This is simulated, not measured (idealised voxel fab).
Title: Process Module voxel capacitor over wiring
In the cross-section labelled cut, the width is 240 nm and each square cell is 5 nm.
Cross-section, as written here: a square-cell grid given band by band from the top down, where a band holds one or more rows of cells.
The band entry comprises the height of the band's top followed by the height of its bottom, expressed in nm, and subsequently the band's materials from left to right, each stated together with its width in nm. Where a single material is marked with the word "all across", that material fills the band from edge to edge. The word "air" represents empty space.
Heights are reckoned from 0. Under this level, the received wafer is all of one material. The bottommost band is open-ended downward, for example "z 0 and below".
A two-number width, for instance "30 to 40", indicates that the width is equal to the first number in the top row of the band and to the second number in the bottom row, and that it changes by a constant amount per row of cells.
"remains unaltered" -> step changed no cross-section cell.
Closed empty spaces (no open way to the top) of 8 cells or more are what "Fully sealed voids" lists, each as width x height at distance from the left edge, nm for all three.
Text after the settings on a step's line: the simulator's own remark on that step.
Among the settings permitted on a step's line is "overlay nm"; applied to a step with a mask, it specifies the extent to which the mask lay to the right of its planned position, whereas a negative figure signifies a position to the left.

Here's what the planned process steps look like:
1) RECEIVE with material Si
2) CONFORMAL_DEP with material SiO2, thk nm 10
3) CONFORMAL_DEP with material SiN, thk nm 5
4) DIRECTIONAL_DEP with material lowk, thk nm 25
5) MASKED_ETCH with tone open, mask id METAL_1, width nm 20, pitch nm 80, etch materials lowk, depth nm 25, overlay nm 0
6) MASKED_ETCH with tone open, mask id METAL_1, width nm 20, pitch nm 80, etch materials SiN, depth nm 5, overlay nm 0
7) CONFORMAL_DEP with material TiN, thk nm 5
8) FILL_DEP with material Cu, thk nm 5
9) CMP with height nm 40
10) EPI with material Ru, thk nm 5
11) FILL_DEP with material SiCN, thk nm 5
12) DIRECTIONAL_DEP with material SiO2, thk nm 10
13) PATTERN with tone open, mask id PLUG_1, material resist, width nm 15, thk nm 15, overlay nm 0
14) DIRECTIONAL_ETCH with etch materials SiO2, depth nm 10
15) DIRECTIONAL_ETCH with etch materials SiCN, depth nm 5
16) STRIP with etch materials resist
17) CONFORMAL_DEP with material TiN, thk nm 5
18) FILL_DEP with material Ru, thk nm 5
19) CMP with height nm 60
20) DIRECTIONAL_DEP with material TiN, thk nm 5
21) DIRECTIONAL_DEP with material HfO2, thk nm 5
22) DIRECTIONAL_DEP with material TiN, thk nm 10
23) MASKED_ETCH with tone cover, mask id UPPER_PLATE, width nm 65, etch materials TiN, depth nm 10, overlay nm 0
24) MASKED_ETCH with tone cover, mask id UPPER_PLATE, width nm 65, etch materials HfO2, depth nm 5, overlay nm -15
25) MASKED_ETCH with tone cover, mask id LOWER_PLATE, width nm 75, etch materials TiN, depth nm 5, overlay nm 0
26) FILL_DEP with material SiO2, thk nm 20
27) CMP with height nm 95
28) PATTERN with tone open, mask id PLUG_2, material resist, width nm 15, thk nm 20, overlay nm 0
29) DIRECTIONAL_ETCH with etch materials SiO2, depth nm 15
30) STRIP with etch materials resist
31) CONFORMAL_DEP with material TiN, thk nm 5
32) FILL_DEP with material Cu, thk nm 5
33) CMP with height nm 95
34) CONFORMAL_DEP with material SiCN, thk nm 5
Among the wafers covered here, the point of difference is the overlay nm at step 24; their starting state is shared, and the plan presents the value of the first wafer.

The first of several wafers as received, shown in cross-section; this is its state after step 1:
	z 0 and below = Si all across
	Fully sealed voids: none

Wafer rows, end of module: cells per material gained (+) or lost (-) since receipt; closed voids last:
overlay nm -15 | +22 Cu | +16 HfO2 | +14 Ru | +129 SiCN | +40 SiN | +454 SiO2 | +85 TiN | +200 lowk | Fully sealed voids: none
overlay nm -10 | +22 Cu | +15 HfO2 | +14 Ru | +129 SiCN | +40 SiN | +456 SiO2 | +84 TiN | +200 lowk | Fully sealed voids: none
overlay nm -5 | +22 Cu | +14 HfO2 | +14 Ru | +129 SiCN | +40 SiN | +458 SiO2 | +83 TiN | +200 lowk | Fully sealed voids: none
overlay nm 0 | +22 Cu | +13 HfO2 | +14 Ru | +129 SiCN | +40 SiN | +459 SiO2 | +83 TiN | +200 lowk | Fully sealed voids: none
overlay nm 5 | +22 Cu | +14 HfO2 | +14 Ru | +129 SiCN | +40 SiN | +458 SiO2 | +83 TiN | +200 lowk | Fully sealed voids: none
overlay nm 10 | +22 Cu | +15 HfO2 | +14 Ru | +129 SiCN | +40 SiN | +456 SiO2 | +84 TiN | +200 lowk | Fully sealed voids: none
overlay nm 15 | +22 Cu | +16 HfO2 | +14 Ru | +129 SiCN | +40 SiN | +454 SiO2 | +85 TiN | +200 lowk | Fully sealed voids: none
